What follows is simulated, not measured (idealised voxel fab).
process module | voxel transistor to metal
cross-section cut | 215 nm wide | cells 5 nm
A cross-section is a grid of square cells, given in bands from the top down. A band is one or more rows of cells.
Each band's line starts with the height of the band's top and of its bottom, in nm. Then come its materials from left to right, each with its width in nm. One material with "throughout" fills the band from edge to edge. "air" is empty space.
Height 0 is the level under which the wafer as received is all one material. The lowest band goes on downwards, as in "0 down".
A width such as "30 to 40" changes by the same amount from each row of cells to the next, from the band's top row to its bottom row.
"no change" after a step means that no cell of the cross-section changed.
closed voids: empty space of 8 cells or more with no open way to the top, each as width x height at its distance from the left edge, in nm
after a step's settings: what the simulator itself notes on the step
overlay nm, on a step with a mask: how far to the right of its planned place the mask lay; to the left if negative
plan
1 op RECEIVE | material Si
2 op CONFORMAL_DEP | material SiO2 | thk nm 5
3 op CONFORMAL_DEP | material SiN | thk nm 15
4 op MASKED_ETCH | tone cover | mask id ACTIVE | width nm 100 | etch materials SiN | depth nm 15 | overlay nm 0
5 op MASKED_ETCH | tone cover | mask id ACTIVE | width nm 100 | etch materials SiO2 | depth nm 5 | overlay nm 0
6 op MASKED_ETCH | tone cover | mask id ACTIVE | width nm 100 | etch materials Si | depth nm 20 | overlay nm 0
7 op OXIDIZE | depth nm 5
8 op FILL_DEP | material SiO2 | thk nm 10
9 op CMP | height nm 20
10 op SELECTIVE_ETCH | etch materials SiO2 | depth nm 10
11 op STRIP | etch materials SiN
12 op SELECTIVE_ETCH | etch materials SiO2 | depth nm 5
13 op OXIDIZE | depth nm 5
14 op DIRECTIONAL_DEP | material polySi | thk nm 30
15 op DIRECTIONAL_DEP | material SiCN | thk nm 15
16 op DIRECTIONAL_DEP | material aC | thk nm 10
17 op PATTERN | tone cover | mask id GATE | material resist | width nm 20 | thk nm 25 | overlay nm 0
18 op DIRECTIONAL_ETCH | etch materials aC | depth nm 10
19 op STRIP | etch materials resist
20 op DIRECTIONAL_ETCH | etch materials SiCN | depth nm 25
21 op DIRECTIONAL_ETCH | etch materials polySi | depth nm 40
22 op STRIP | etch materials aC
23 op CONFORMAL_DEP | material SiO2 | thk nm 5
24 op DIRECTIONAL_ETCH | etch materials SiO2 | depth nm 5
25 op CONFORMAL_DEP | material SiN | thk nm 10
26 op DIRECTIONAL_ETCH | etch materials SiN | depth nm 10
27 op DIRECTIONAL_ETCH | etch materials SiO2 | depth nm 5
28 op EPI | material SiGe | thk nm 5
29 op FILL_DEP | material SiO2 | thk nm 10
30 op CMP | height nm 45
31 op DIRECTIONAL_DEP | material SiO2 | thk nm 15
32 op DIRECTIONAL_DEP | material aC | thk nm 10
33 op PATTERN | tone open | mask id CONTACT | material resist | width nm 30 | pitch nm 60 | thk nm 30 | overlay nm 0
34 op DIRECTIONAL_ETCH | etch materials aC | depth nm 10
35 op STRIP | etch materials resist
36 op DIRECTIONAL_ETCH | etch materials SiO2 | depth nm 60
37 op STRIP | etch materials aC
38 op CONFORMAL_DEP | material TiN | thk nm 5
39 op FILL_DEP | material Ru | thk nm 5
40 op CMP | height nm 60
41 op DIRECTIONAL_DEP | material TiN | thk nm 5
42 op DIRECTIONAL_DEP | material Ru | thk nm 15
43 op MASKED_ETCH | tone cover | mask id METAL_1 | width nm 20 | pitch nm 70 | etch materials Ru | depth nm 15 | overlay nm 0
44 op MASKED_ETCH | tone cover | mask id METAL_1 | width nm 20 | pitch nm 70 | etch materials TiN | depth nm 5 | overlay nm 0
45 op CONFORMAL_DEP | material SiN | thk nm 5
46 op FILL_DEP | material lowk | thk nm 5
47 op CMP | height nm 80
48 op CONFORMAL_DEP | material SiCN | thk nm 5
49 op DIRECTIONAL_DEP | material SiO2 | thk nm 25
50 op MASKED_ETCH | tone open | mask id METAL_2 | width nm 20 | pitch nm 70 | etch materials SiO2 | depth nm 15 | overlay nm 0
51 op MASKED_ETCH | tone open | mask id METAL_2_HOLES | width nm 15 | pitch nm 70 | etch materials SiO2 | depth nm 10 | overlay nm 0
52 op MASKED_ETCH | tone open | mask id METAL_2_HOLES | width nm 15 | pitch nm 70 | etch materials SiCN | depth nm 5 | overlay nm 0
53 op CONFORMAL_DEP | material TiN | thk nm 5
54 op FILL_DEP | material Cu | thk nm 5
55 op CMP | height nm 110
56 op CONFORMAL_DEP | material SiCN | thk nm 5
first wafer, as planned
as received, after step 1
  0 down: Si throughout
  closed voids: none
after step 2
  5 to 0: SiO2 throughout
  below 0: unchanged
after step 3
  20 to 5: SiN throughout
  below 5: unchanged
after step 4
  20 to 5: air 55 | SiN 100 | air 60
  below 5: unchanged
after step 5
  20 to 5: air 55 | SiN 100 | air 60
  5 to 0: air 55 | SiO2 100 | air 60
  below 0: unchanged
after step 6
  20 to 5: air 55 | SiN 100 | air 60
  5 to 0: air 55 | SiO2 100 | air 60
  0 to -20: air 55 | Si 100 | air 60
  below -20: unchanged
after step 7
  20 to 5: air 55 | SiN 100 | air 60
  5 to 0: air 55 | SiO2 100 | air 60
  0 to -20: air 55 | SiO2 5 | Si 90 | SiO2 5 | air 60
  -20 to -25: SiO2 60 | Si 90 | SiO2 65
  below -25: unchanged
after step 8
  30 to 20: SiO2 throughout
  20 to 5: SiO2 55 | SiN 100 | SiO2 60
  5 to 0: SiO2 throughout
  0 to -25: SiO2 60 | Si 90 | SiO2 65
  below -25: unchanged
after step 9
  20 to 5: SiO2 55 | SiN 100 | SiO2 60
  below 5: unchanged
after step 10
  20 to 10: air 55 | SiN 100 | air 60
  below 10: unchanged
after step 11
  10 to 5: SiO2 55 | air 100 | SiO2 60
  below 5: unchanged
after step 12
  5 to 0: SiO2 50 | air 110 | SiO2 55
  below 0: unchanged
after step 13
  5 to 0: SiO2 50 | air 110 | SiO2 55
  0 to -5: SiO2 throughout
  below -5: unchanged
after step 14
  35 to 30: polySi 50 | air 110 | polySi 55
  30 to 5: polySi throughout
  5 to 0: SiO2 50 | polySi 110 | SiO2 55
  below 0: unchanged
after step 15
  50 to 45: SiCN 50 | air 110 | SiCN 55
  45 to 35: SiCN throughout
  35 to 30: polySi 50 | SiCN 110 | polySi 55
  below 30: unchanged
after step 16
  60 to 55: aC 50 | air 110 | aC 55
  55 to 50: aC throughout
  50 to 45: SiCN 50 | aC 110 | SiCN 55
  below 45: unchanged
after step 17
  85 to 60: air 95 | resist 20 | air 100
  60 to 55: aC 50 | air 45 | resist 20 | air 45 | aC 55
  below 55: unchanged
after step 18
  75 to 55: air 95 | resist 20 | air 100
  55 to 50: air 95 | aC 20 | air 100
  50 to 45: SiCN 50 | air 45 | aC 20 | air 45 | SiCN 55
  below 45: unchanged
after step 19
  55 to 50: air 95 | aC 20 | air 100
  below 50: unchanged
after step 20
  55 to 45: air 95 | aC 20 | air 100
  45 to 35: air 95 | SiCN 20 | air 100
  35 to 30: polySi 50 | air 45 | SiCN 20 | air 45 | polySi 55
  below 30: unchanged
after step 21
  55 to 45: air 95 | aC 20 | air 100
  45 to 30: air 95 | SiCN 20 | air 100
  30 to 5: air 95 | polySi 20 | air 100
  5 to 0: SiO2 50 | air 45 | polySi 20 | air 45 | SiO2 55
  below 0: unchanged
after step 22
  45 to 30: air 95 | SiCN 20 | air 100
  below 30: unchanged
after step 23
  50 to 45: air 90 | SiO2 30 | air 95
  45 to 30: air 90 | SiO2 5 | SiCN 20 | SiO2 5 | air 95
  30 to 10: air 90 | SiO2 5 | polySi 20 | SiO2 5 | air 95
  10 to 5: SiO2 55 | air 35 | SiO2 5 | polySi 20 | SiO2 5 | air 35 | SiO2 60
  5 to 0: SiO2 95 | polySi 20 | SiO2 100
  below 0: unchanged
after step 24
  45 to 30: air 90 | SiO2 5 | SiCN 20 | SiO2 5 | air 95
  30 to 5: air 90 | SiO2 5 | polySi 20 | SiO2 5 | air 95
  5 to 0: SiO2 55 | air 35 | SiO2 5 | polySi 20 | SiO2 5 | air 35 | SiO2 60
  below 0: unchanged
after step 25
  55 to 45: air 80 | SiN 50 | air 85
  45 to 30: air 80 | SiN 10 | SiO2 5 | SiCN 20 | SiO2 5 | SiN 10 | air 85
  30 to 15: air 80 | SiN 10 | SiO2 5 | polySi 20 | SiO2 5 | SiN 10 | air 85
  15 to 10: SiN 65 | air 15 | SiN 10 | SiO2 5 | polySi 20 | SiO2 5 | SiN 10 | air 15 | SiN 70
  10 to 5: SiN 90 | SiO2 5 | polySi 20 | SiO2 5 | SiN 95
  5 to 0: SiO2 55 | SiN 35 | SiO2 5 | polySi 20 | SiO2 5 | SiN 35 | SiO2 60
  below 0: unchanged
after step 26
  45 to 30: air 80 | SiN 10 | SiO2 5 | SiCN 20 | SiO2 5 | SiN 10 | air 85
  30 to 5: air 80 | SiN 10 | SiO2 5 | polySi 20 | SiO2 5 | SiN 10 | air 85
  5 to 0: SiO2 55 | SiN 10 | air 15 | SiN 10 | SiO2 5 | polySi 20 | SiO2 5 | SiN 10 | air 15 | SiN 10 | SiO2 60
  below 0: unchanged
after step 27
  45 to 40: air 80 | SiN 10 | air 5 | SiCN 20 | air 5 | SiN 10 | air 85
  40 to 30: air 80 | SiN 10 | SiO2 5 | SiCN 20 | SiO2 5 | SiN 10 | air 85
  30 to 5: air 80 | SiN 10 | SiO2 5 | polySi 20 | SiO2 5 | SiN 10 | air 85
  5 to 0: air 55 | SiN 10 | air 15 | SiN 10 | SiO2 5 | polySi 20 | SiO2 5 | SiN 10 | air 15 | SiN 10 | air 60
  0 to -5: SiO2 65 | air 15 | SiO2 50 | air 15 | SiO2 70
  below -5: unchanged
after step 28
  45 to 40: air 80 | SiN 10 | air 5 | SiCN 20 | air 5 | SiN 10 | air 85
  40 to 30: air 80 | SiN 10 | SiO2 5 | SiCN 20 | SiO2 5 | SiN 10 | air 85
  30 to 5: air 80 | SiN 10 | SiO2 5 | polySi 20 | SiO2 5 | SiN 10 | air 85
  5 to 0: air 55 | SiN 10 | air 15 | SiN 10 | SiO2 5 | polySi 20 | SiO2 5 | SiN 10 | air 15 | SiN 10 | air 60
  0 to -5: SiO2 65 | SiGe 15 | SiO2 50 | SiGe 15 | SiO2 70
  below -5: unchanged
after step 29
  55 to 45: SiO2 throughout
  45 to 30: SiO2 80 | SiN 10 | SiO2 5 | SiCN 20 | SiO2 5 | SiN 10 | SiO2 85
  30 to 5: SiO2 80 | SiN 10 | SiO2 5 | polySi 20 | SiO2 5 | SiN 10 | SiO2 85
  5 to 0: SiO2 55 | SiN 10 | SiO2 15 | SiN 10 | SiO2 5 | polySi 20 | SiO2 5 | SiN 10 | SiO2 15 | SiN 10 | SiO2 60
  below 0: unchanged
after step 30
  45 to 30: SiO2 80 | SiN 10 | SiO2 5 | SiCN 20 | SiO2 5 | SiN 10 | SiO2 85
  below 30: unchanged
after step 31
  60 to 45: SiO2 throughout
  below 45: unchanged
after step 32
  70 to 60: aC throughout
  below 60: unchanged
after step 33
  100 to 70: resist 60 | air 30 | resist 30 | air 30 | resist 65
  below 70: unchanged
after step 34
  90 to 70: resist 60 | air 30 | resist 30 | air 30 | resist 65
  70 to 60: aC 60 | air 30 | aC 30 | air 30 | aC 65
  below 60: unchanged
after step 35
  70 to 60: aC 60 | air 30 | aC 30 | air 30 | aC 65
  below 60: unchanged
after step 36
  70 to 60: aC 60 | air 30 | aC 30 | air 30 | aC 65
  60 to 45: SiO2 60 | air 30 | SiO2 30 | air 30 | SiO2 65
  45 to 30: SiO2 60 | air 20 | SiN 10 | SiO2 5 | SiCN 20 | SiO2 5 | SiN 10 | air 20 | SiO2 65
  30 to 5: SiO2 60 | air 20 | SiN 10 | SiO2 5 | polySi 20 | SiO2 5 | SiN 10 | air 20 | SiO2 65
  5 to 0: SiO2 55 | SiN 10 | air 15 | SiN 10 | SiO2 5 | polySi 20 | SiO2 5 | SiN 10 | air 15 | SiN 10 | SiO2 60
  below 0: unchanged
after step 37
  60 to 45: SiO2 60 | air 30 | SiO2 30 | air 30 | SiO2 65
  below 45: unchanged
after step 38
  65 to 60: TiN 65 | air 20 | TiN 40 | air 20 | TiN 70
  60 to 50: SiO2 60 | TiN 5 | air 20 | TiN 5 | SiO2 30 | TiN 5 | air 20 | TiN 5 | SiO2 65
  50 to 45: SiO2 60 | TiN 5 | air 10 | TiN 15 | SiO2 30 | TiN 15 | air 10 | TiN 5 | SiO2 65
  45 to 30: SiO2 60 | TiN 5 | air 10 | TiN 5 | SiN 10 | SiO2 5 | SiCN 20 | SiO2 5 | SiN 10 | TiN 5 | air 10 | TiN 5 | SiO2 65
  30 to 10: SiO2 60 | TiN 5 | air 10 | TiN 5 | SiN 10 | SiO2 5 | polySi 20 | SiO2 5 | SiN 10 | TiN 5 | air 10 | TiN 5 | SiO2 65
  10 to 5: SiO2 60 | TiN 10 | air 5 | TiN 5 | SiN 10 | SiO2 5 | polySi 20 | SiO2 5 | SiN 10 | TiN 5 | air 5 | TiN 10 | SiO2 65
  5 to 0: SiO2 55 | SiN 10 | TiN 15 | SiN 10 | SiO2 5 | polySi 20 | SiO2 5 | SiN 10 | TiN 15 | SiN 10 | SiO2 60
  below 0: unchanged
after step 39
  70 to 65: Ru throughout
  65 to 60: TiN 65 | Ru 20 | TiN 40 | Ru 20 | TiN 70
  60 to 50: SiO2 60 | TiN 5 | Ru 20 | TiN 5 | SiO2 30 | TiN 5 | Ru 20 | TiN 5 | SiO2 65
  50 to 45: SiO2 60 | TiN 5 | Ru 10 | TiN 15 | SiO2 30 | TiN 15 | Ru 10 | TiN 5 | SiO2 65
  45 to 30: SiO2 60 | TiN 5 | Ru 10 | TiN 5 | SiN 10 | SiO2 5 | SiCN 20 | SiO2 5 | SiN 10 | TiN 5 | Ru 10 | TiN 5 | SiO2 65
  30 to 10: SiO2 60 | TiN 5 | Ru 10 | TiN 5 | SiN 10 | SiO2 5 | polySi 20 | SiO2 5 | SiN 10 | TiN 5 | Ru 10 | TiN 5 | SiO2 65
  10 to 5: SiO2 60 | TiN 10 | Ru 5 | TiN 5 | SiN 10 | SiO2 5 | polySi 20 | SiO2 5 | SiN 10 | TiN 5 | Ru 5 | TiN 10 | SiO2 65
  below 5: unchanged
after step 40
  60 to 50: SiO2 60 | TiN 5 | Ru 20 | TiN 5 | SiO2 30 | TiN 5 | Ru 20 | TiN 5 | SiO2 65
  below 50: unchanged
after step 41
  65 to 60: TiN throughout
  below 60: unchanged
after step 42
  80 to 65: Ru throughout
  below 65: unchanged
after step 43
  80 to 65: air 60 | Ru 20 | air 50 | Ru 20 | air 65
  below 65: unchanged
after step 44
  80 to 65: air 60 | Ru 20 | air 50 | Ru 20 | air 65
  65 to 60: air 60 | TiN 20 | air 50 | TiN 20 | air 65
  below 60: unchanged
after step 45
  85 to 80: air 55 | SiN 30 | air 40 | SiN 30 | air 60
  80 to 65: air 55 | SiN 5 | Ru 20 | SiN 5 | air 40 | SiN 5 | Ru 20 | SiN 5 | air 60
  65 to 60: SiN 60 | TiN 20 | SiN 50 | TiN 20 | SiN 65
  below 60: unchanged
after step 46
  90 to 85: lowk throughout
  85 to 80: lowk 55 | SiN 30 | lowk 40 | SiN 30 | lowk 60
  80 to 65: lowk 55 | SiN 5 | Ru 20 | SiN 5 | lowk 40 | SiN 5 | Ru 20 | SiN 5 | lowk 60
  below 65: unchanged
after step 47
  80 to 65: lowk 55 | SiN 5 | Ru 20 | SiN 5 | lowk 40 | SiN 5 | Ru 20 | SiN 5 | lowk 60
  below 65: unchanged
after step 48
  85 to 80: SiCN throughout
  below 80: unchanged
after step 49
  110 to 85: SiO2 throughout
  below 85: unchanged
after step 50
  110 to 95: SiO2 60 | air 20 | SiO2 50 | air 20 | SiO2 65
  below 95: unchanged
after step 51
  110 to 95: SiO2 60 | air 20 | SiO2 50 | air 20 | SiO2 65
  95 to 85: SiO2 60 | air 15 | SiO2 55 | air 15 | SiO2 70
  below 85: unchanged
after step 52
  110 to 95: SiO2 60 | air 20 | SiO2 50 | air 20 | SiO2 65
  95 to 85: SiO2 60 | air 15 | SiO2 55 | air 15 | SiO2 70
  85 to 80: SiCN 60 | air 15 | SiCN 55 | air 15 | SiCN 70
  below 80: unchanged
after step 53
  115 to 110: TiN 65 | air 10 | TiN 60 | air 10 | TiN 70
  110 to 100: SiO2 60 | TiN 5 | air 10 | TiN 5 | SiO2 50 | TiN 5 | air 10 | TiN 5 | SiO2 65
  100 to 95: SiO2 60 | TiN 5 | air 5 | TiN 10 | SiO2 50 | TiN 5 | air 5 | TiN 10 | SiO2 65
  95 to 85: SiO2 60 | TiN 5 | air 5 | TiN 5 | SiO2 55 | TiN 5 | air 5 | TiN 5 | SiO2 70
  85 to 80: SiCN 60 | TiN 15 | SiCN 55 | TiN 15 | SiCN 70
  below 80: unchanged
after step 54
  120 to 115: Cu throughout
  115 to 110: TiN 65 | Cu 10 | TiN 60 | Cu 10 | TiN 70
  110 to 100: SiO2 60 | TiN 5 | Cu 10 | TiN 5 | SiO2 50 | TiN 5 | Cu 10 | TiN 5 | SiO2 65
  100 to 95: SiO2 60 | TiN 5 | Cu 5 | TiN 10 | SiO2 50 | TiN 5 | Cu 5 | TiN 10 | SiO2 65
  95 to 85: SiO2 60 | TiN 5 | Cu 5 | TiN 5 | SiO2 55 | TiN 5 | Cu 5 | TiN 5 | SiO2 70
  below 85: unchanged
after step 55
  110 to 100: SiO2 60 | TiN 5 | Cu 10 | TiN 5 | SiO2 50 | TiN 5 | Cu 10 | TiN 5 | SiO2 65
  below 100: unchanged
after step 56
  115 to 110: SiCN throughout
  below 110: unchanged
second wafer: like start, like plan, one mistake. Through step 16 it matches the first wafer
when step 17 should have ended
  85 to 60: air 90 | resist 30 | air 95
  60 to 55: aC 50 | air 40 | resist 30 | air 40 | aC 55
  below 55: unchanged
when step 18 should have ended
  75 to 55: air 90 | resist 30 | air 95
  55 to 50: air 90 | aC 30 | air 95
  50 to 45: SiCN 50 | air 40 | aC 30 | air 40 | SiCN 55
  below 45: unchanged
when step 19 should have ended
  55 to 50: air 90 | aC 30 | air 95
  below 50: unchanged
when step 20 should have ended
  55 to 45: air 90 | aC 30 | air 95
  45 to 35: air 90 | SiCN 30 | air 95
  35 to 30: polySi 50 | air 40 | SiCN 30 | air 40 | polySi 55
  below 30: unchanged
when step 21 should have ended
  55 to 45: air 90 | aC 30 | air 95
  45 to 30: air 90 | SiCN 30 | air 95
  30 to 5: air 90 | polySi 30 | air 95
  5 to 0: SiO2 50 | air 40 | polySi 30 | air 40 | SiO2 55
  below 0: unchanged
when step 22 should have ended
  45 to 30: air 90 | SiCN 30 | air 95
  below 30: unchanged
when step 23 should have ended
  50 to 45: air 85 | SiO2 40 | air 90
  45 to 30: air 85 | SiO2 5 | SiCN 30 | SiO2 5 | air 90
  30 to 10: air 85 | SiO2 5 | polySi 30 | SiO2 5 | air 90
  10 to 5: SiO2 55 | air 30 | SiO2 5 | polySi 30 | SiO2 5 | air 30 | SiO2 60
  5 to 0: SiO2 90 | polySi 30 | SiO2 95
  below 0: unchanged
when step 24 should have ended
  45 to 30: air 85 | SiO2 5 | SiCN 30 | SiO2 5 | air 90
  30 to 5: air 85 | SiO2 5 | polySi 30 | SiO2 5 | air 90
  5 to 0: SiO2 55 | air 30 | SiO2 5 | polySi 30 | SiO2 5 | air 30 | SiO2 60
  below 0: unchanged
when step 25 should have ended
  55 to 45: air 75 | SiN 60 | air 80
  45 to 30: air 75 | SiN 10 | SiO2 5 | SiCN 30 | SiO2 5 | SiN 10 | air 80
  30 to 15: air 75 | SiN 10 | SiO2 5 | polySi 30 | SiO2 5 | SiN 10 | air 80
  15 to 10: SiN 65 | air 10 | SiN 10 | SiO2 5 | polySi 30 | SiO2 5 | SiN 10 | air 10 | SiN 70
  10 to 5: SiN 85 | SiO2 5 | polySi 30 | SiO2 5 | SiN 90
  5 to 0: SiO2 55 | SiN 30 | SiO2 5 | polySi 30 | SiO2 5 | SiN 30 | SiO2 60
  below 0: unchanged
when step 26 should have ended
  45 to 30: air 75 | SiN 10 | SiO2 5 | SiCN 30 | SiO2 5 | SiN 10 | air 80
  30 to 5: air 75 | SiN 10 | SiO2 5 | polySi 30 | SiO2 5 | SiN 10 | air 80
  5 to 0: SiO2 55 | SiN 10 | air 10 | SiN 10 | SiO2 5 | polySi 30 | SiO2 5 | SiN 10 | air 10 | SiN 10 | SiO2 60
  below 0: unchanged
when step 27 should have ended
  45 to 40: air 75 | SiN 10 | air 5 | SiCN 30 | air 5 | SiN 10 | air 80
  40 to 30: air 75 | SiN 10 | SiO2 5 | SiCN 30 | SiO2 5 | SiN 10 | air 80
  30 to 5: air 75 | SiN 10 | SiO2 5 | polySi 30 | SiO2 5 | SiN 10 | air 80
  5 to 0: air 55 | SiN 10 | air 10 | SiN 10 | SiO2 5 | polySi 30 | SiO2 5 | SiN 10 | air 10 | SiN 10 | air 60
  0 to -5: SiO2 65 | air 10 | SiO2 60 | air 10 | SiO2 70
  below -5: unchanged
when step 28 should have ended
  45 to 40: air 75 | SiN 10 | air 5 | SiCN 30 | air 5 | SiN 10 | air 80
  40 to 30: air 75 | SiN 10 | SiO2 5 | SiCN 30 | SiO2 5 | SiN 10 | air 80
  30 to 5: air 75 | SiN 10 | SiO2 5 | polySi 30 | SiO2 5 | SiN 10 | air 80
  5 to 0: air 55 | SiN 10 | air 10 | SiN 10 | SiO2 5 | polySi 30 | SiO2 5 | SiN 10 | air 10 | SiN 10 | air 60
  0 to -5: SiO2 65 | SiGe 10 | SiO2 60 | SiGe 10 | SiO2 70
  below -5: unchanged
when step 29 should have ended
  55 to 45: SiO2 throughout
  45 to 30: SiO2 75 | SiN 10 | SiO2 5 | SiCN 30 | SiO2 5 | SiN 10 | SiO2 80
  30 to 5: SiO2 75 | SiN 10 | SiO2 5 | polySi 30 | SiO2 5 | SiN 10 | SiO2 80
  5 to 0: SiO2 55 | SiN 10 | SiO2 10 | SiN 10 | SiO2 5 | polySi 30 | SiO2 5 | SiN 10 | SiO2 10 | SiN 10 | SiO2 60
  below 0: unchanged
when step 30 should have ended
  45 to 30: SiO2 75 | SiN 10 | SiO2 5 | SiCN 30 | SiO2 5 | SiN 10 | SiO2 80
  below 30: unchanged
when step 31 should have ended
  60 to 45: SiO2 throughout
  below 45: unchanged
when step 32 should have ended
  70 to 60: aC throughout
  below 60: unchanged
when step 33 should have ended
  100 to 70: resist 60 | air 30 | resist 30 | air 30 | resist 65
  below 70: unchanged
when step 34 should have ended
  90 to 70: resist 60 | air 30 | resist 30 | air 30 | resist 65
  70 to 60: aC 60 | air 30 | aC 30 | air 30 | aC 65
  below 60: unchanged
when step 35 should have ended
  70 to 60: aC 60 | air 30 | aC 30 | air 30 | aC 65
  below 60: unchanged
when step 36 should have ended
  70 to 60: aC 60 | air 30 | aC 30 | air 30 | aC 65
  60 to 45: SiO2 60 | air 30 | SiO2 30 | air 30 | SiO2 65
  45 to 30: SiO2 60 | air 15 | SiN 10 | air 5 | SiCN 30 | air 5 | SiN 10 | air 15 | SiO2 65
  30 to 5: SiO2 60 | air 15 | SiN 10 | air 5 | polySi 30 | air 5 | SiN 10 | air 15 | SiO2 65
  5 to 0: SiO2 55 | SiN 10 | air 10 | SiN 10 | air 5 | polySi 30 | air 5 | SiN 10 | air 10 | SiN 10 | SiO2 60
  below 0: unchanged
when step 37 should have ended
  60 to 45: SiO2 60 | air 30 | SiO2 30 | air 30 | SiO2 65
  below 45: unchanged
when step 38 should have ended
  65 to 60: TiN 65 | air 20 | TiN 40 | air 20 | TiN 70
  60 to 50: SiO2 60 | TiN 5 | air 20 | TiN 5 | SiO2 30 | TiN 5 | air 20 | TiN 5 | SiO2 65
  50 to 45: SiO2 60 | TiN 5 | air 5 | TiN 20 | SiO2 30 | TiN 20 | air 5 | TiN 5 | SiO2 65
  45 to 30: SiO2 60 | TiN 5 | air 5 | TiN 5 | SiN 10 | TiN 5 | SiCN 30 | TiN 5 | SiN 10 | TiN 5 | air 5 | TiN 5 | SiO2 65
  30 to 10: SiO2 60 | TiN 5 | air 5 | TiN 5 | SiN 10 | TiN 5 | polySi 30 | TiN 5 | SiN 10 | TiN 5 | air 5 | TiN 5 | SiO2 65
  10 to 5: SiO2 60 | TiN 15 | SiN 10 | TiN 5 | polySi 30 | TiN 5 | SiN 10 | TiN 15 | SiO2 65
  5 to 0: SiO2 55 | SiN 10 | TiN 10 | SiN 10 | TiN 5 | polySi 30 | TiN 5 | SiN 10 | TiN 10 | SiN 10 | SiO2 60
  below 0: unchanged
when step 39 should have ended
  70 to 65: Ru throughout
  65 to 60: TiN 65 | Ru 20 | TiN 40 | Ru 20 | TiN 70
  60 to 50: SiO2 60 | TiN 5 | Ru 20 | TiN 5 | SiO2 30 | TiN 5 | Ru 20 | TiN 5 | SiO2 65
  50 to 45: SiO2 60 | TiN 5 | Ru 5 | TiN 20 | SiO2 30 | TiN 20 | Ru 5 | TiN 5 | SiO2 65
  45 to 30: SiO2 60 | TiN 5 | Ru 5 | TiN 5 | SiN 10 | TiN 5 | SiCN 30 | TiN 5 | SiN 10 | TiN 5 | Ru 5 | TiN 5 | SiO2 65
  30 to 10: SiO2 60 | TiN 5 | Ru 5 | TiN 5 | SiN 10 | TiN 5 | polySi 30 | TiN 5 | SiN 10 | TiN 5 | Ru 5 | TiN 5 | SiO2 65
  below 10: unchanged
when step 40 should have ended
  60 to 50: SiO2 60 | TiN 5 | Ru 20 | TiN 5 | SiO2 30 | TiN 5 | Ru 20 | TiN 5 | SiO2 65
  below 50: unchanged
when step 41 should have ended
  65 to 60: TiN throughout
  below 60: unchanged
when step 42 should have ended
  80 to 65: Ru throughout
  below 65: unchanged
when step 43 should have ended
  80 to 65: air 60 | Ru 20 | air 50 | Ru 20 | air 65
  below 65: unchanged
when step 44 should have ended
  80 to 65: air 60 | Ru 20 | air 50 | Ru 20 | air 65
  65 to 60: air 60 | TiN 20 | air 50 | TiN 20 | air 65
  below 60: unchanged
when step 45 should have ended
  85 to 80: air 55 | SiN 30 | air 40 | SiN 30 | air 60
  80 to 65: air 55 | SiN 5 | Ru 20 | SiN 5 | air 40 | SiN 5 | Ru 20 | SiN 5 | air 60
  65 to 60: SiN 60 | TiN 20 | SiN 50 | TiN 20 | SiN 65
  below 60: unchanged
when step 46 should have ended
  90 to 85: lowk throughout
  85 to 80: lowk 55 | SiN 30 | lowk 40 | SiN 30 | lowk 60
  80 to 65: lowk 55 | SiN 5 | Ru 20 | SiN 5 | lowk 40 | SiN 5 | Ru 20 | SiN 5 | lowk 60
  below 65: unchanged
when step 47 should have ended
  80 to 65: lowk 55 | SiN 5 | Ru 20 | SiN 5 | lowk 40 | SiN 5 | Ru 20 | SiN 5 | lowk 60
  below 65: unchanged
when step 48 should have ended
  85 to 80: SiCN throughout
  below 80: unchanged
when step 49 should have ended
  110 to 85: SiO2 throughout
  below 85: unchanged
when step 50 should have ended
  110 to 95: SiO2 60 | air 20 | SiO2 50 | air 20 | SiO2 65
  below 95: unchanged
when step 51 should have ended
  110 to 95: SiO2 60 | air 20 | SiO2 50 | air 20 | SiO2 65
  95 to 85: SiO2 60 | air 15 | SiO2 55 | air 15 | SiO2 70
  below 85: unchanged
when step 52 should have ended
  110 to 95: SiO2 60 | air 20 | SiO2 50 | air 20 | SiO2 65
  95 to 85: SiO2 60 | air 15 | SiO2 55 | air 15 | SiO2 70
  85 to 80: SiCN 60 | air 15 | SiCN 55 | air 15 | SiCN 70
  below 80: unchanged
when step 53 should have ended
  115 to 110: TiN 65 | air 10 | TiN 60 | air 10 | TiN 70
  110 to 100: SiO2 60 | TiN 5 | air 10 | TiN 5 | SiO2 50 | TiN 5 | air 10 | TiN 5 | SiO2 65
  100 to 95: SiO2 60 | TiN 5 | air 5 | TiN 10 | SiO2 50 | TiN 5 | air 5 | TiN 10 | SiO2 65
  95 to 85: SiO2 60 | TiN 5 | air 5 | TiN 5 | SiO2 55 | TiN 5 | air 5 | TiN 5 | SiO2 70
  85 to 80: SiCN 60 | TiN 15 | SiCN 55 | TiN 15 | SiCN 70
  below 80: unchanged
when step 54 should have ended
  120 to 115: Cu throughout
  115 to 110: TiN 65 | Cu 10 | TiN 60 | Cu 10 | TiN 70
  110 to 100: SiO2 60 | TiN 5 | Cu 10 | TiN 5 | SiO2 50 | TiN 5 | Cu 10 | TiN 5 | SiO2 65
  100 to 95: SiO2 60 | TiN 5 | Cu 5 | TiN 10 | SiO2 50 | TiN 5 | Cu 5 | TiN 10 | SiO2 65
  95 to 85: SiO2 60 | TiN 5 | Cu 5 | TiN 5 | SiO2 55 | TiN 5 | Cu 5 | TiN 5 | SiO2 70
  below 85: unchanged
when step 55 should have ended
  110 to 100: SiO2 60 | TiN 5 | Cu 10 | TiN 5 | SiO2 50 | TiN 5 | Cu 10 | TiN 5 | SiO2 65
  below 100: unchanged
when step 56 should have ended
  115 to 110: SiCN throughout
  below 110: unchanged
what went wrong: step 17 ran as: op PATTERN | tone cover | mask id GATE | material resist | width nm 30 | thk nm 25 | overlay nm 0
at the end the second wafer has, in cells: 18 fewer of Ru | 6 more of SiCN | 2 fewer of SiGe | 16 fewer of SiO2 | 18 more of TiN | 12 more of polySi
